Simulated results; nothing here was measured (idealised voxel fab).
Process module in this document: voxel released beams
The figure presents cross-section cut, which has a width of 220 nm and is divided into square cells with an edge length of 5 nm.
Format of a cross-section: grid, square cells. Given as bands. Order: top down. Band: one or more rows of cells.
Band: top height; bottom height; in nm. Then, left to right: material with width in nm, for each material. "everywhere": a single material spanning edge to edge. "blank": empty space.
Below 0: as-received wafer, all one material; heights counted from there. Lowest band: no bottom, goes on down, written "from 0 down".
A width given as "30 to 40" starts at the first number in the band's top row and ends at the second number in its bottom row, shifting by an equal amount at every step from row to row.
It should be understood that the words "remained unchanged", when stated for a given step, signify that the cross-section underwent no change in any of its cells during that step.
"Cavities, closed" contains a list of empty spaces, each no smaller than 8 cells and without an open way to the top, written in the form width x height at distance with the distance from the left edge and all three in nm.
What comes after the settings on a step's line is commentary from the simulator itself on that step.
overlay nm: right-of-plan distance of the mask on a masked step; negative values mean left-of-plan.
STEPS PLANNED FOR THE PROCESS
1 RECEIVE with material Si
2 CONFORMAL_DEP with material SiN, thk nm 5
3 DIRECTIONAL_DEP with material SiO2, thk nm 10
4 MASKED_ETCH with tone open, mask id ANCHOR, width nm 25, etch materials SiO2, depth nm 10, overlay nm 0
5 CONFORMAL_DEP with material polySi, thk nm 10
6 MASKED_ETCH with tone cover, mask id BEAM, width nm 95, etch materials polySi, depth nm 10, overlay nm 0
7 STRIP with etch materials SiO2
WAFER AT RECEIPT (POST STEP 1), CROSS-SECTION
- from 0 down | Si everywhere
- Cavities, closed: none
STARTING STRUCTURE AND PROCESS PLAN ARE AS SHOWN ABOVE, BUT ONE MISTAKE WAS MADE IN RUNNING THE MODULE; THE WAFER CROSS-SECTION AT THE END OF THE MODULE FOLLOWS
- from 0 down | Si everywhere
- Cavities, closed: none
Here's what went sideways: step 2 went in with a setting other than planned; the actual run was CONFORMAL_DEP with material SiO2, thk nm 5
